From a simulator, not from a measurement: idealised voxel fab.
Title: Process Module voxel lift off
Square cells of 5 nm make up the cross-section cut, whose width is 220 nm.
Cross-sections here: square-cell grids, written as top-down lists of bands, a band being one or more rows of cells. The band entry comprises the height of the band's top followed by the height of its bottom, expressed in nm, and subsequently the band's materials from left to right, each stated together with its width in nm. Where a single material is marked with the word "edge to edge", that material fills the band from edge to edge. The word "empty" represents empty space. The level at which height equals 0 is the one under which the wafer, as it arrives, is entirely one material. No lower edge exists for the bottom band, which continues downward and is notated as in "0 and below". A width given as "30..40" starts at the first number in the band's top row and ends at the second number in its bottom row, shifting by an equal amount at every step from row to row. The cross-section has no changed cell in any step marked "remains unaltered". Basically, "Closed void register" tells you about the enclosed voids: empty spaces with no open way to the top, 8 cells or bigger, each written width x height at distance, where distance is from the left edge, all in nm. The remark found on a step's line after its settings is issued by the simulator itself and pertains to that step. What "overlay nm" on a step's line means: if the step has a mask, that mask lay this far to the right of its planned place, or, when the value is negative, to the left.
Planned step list for the process:
1. RECEIVE with material Si
2. CONFORMAL_DEP with material Al2O3, thk nm 10
3. PATTERN with tone open, mask id LINES, material resist, width nm 30, pitch nm 45, thk nm 25, overlay nm -15
4. DIRECTIONAL_DEP with material Ru, thk nm 15
5. STRIP with etch materials resist
6. CONFORMAL_DEP with material SiO2, thk nm 5
Wafers differ in overlay nm at step 3; plan lists the first wafer's value; identical starting state.
First wafer of several, as received: cross-section after step 1:
	0 and below  Si edge to edge
	Closed void register: none
each wafer at the end: cells of each material gained (+) or lost (-) since it was received, then its closed voids:
overlay nm -15; +88 Al2O3; +36 Ru; +56 SiO2; Closed void register: none
overlay nm -10; +88 Al2O3; +36 Ru; +56 SiO2; Closed void register: none
overlay nm -5; +88 Al2O3; +36 Ru; +56 SiO2; Closed void register: none
overlay nm 0; +88 Al2O3; +36 Ru; +56 SiO2; Closed void register: none
overlay nm 5; +88 Al2O3; +36 Ru; +56 SiO2; Closed void register: none
overlay nm 10; +88 Al2O3; +36 Ru; +56 SiO2; Closed void register: none
overlay nm 15; +88 Al2O3; +36 Ru; +56 SiO2; Closed void register: none
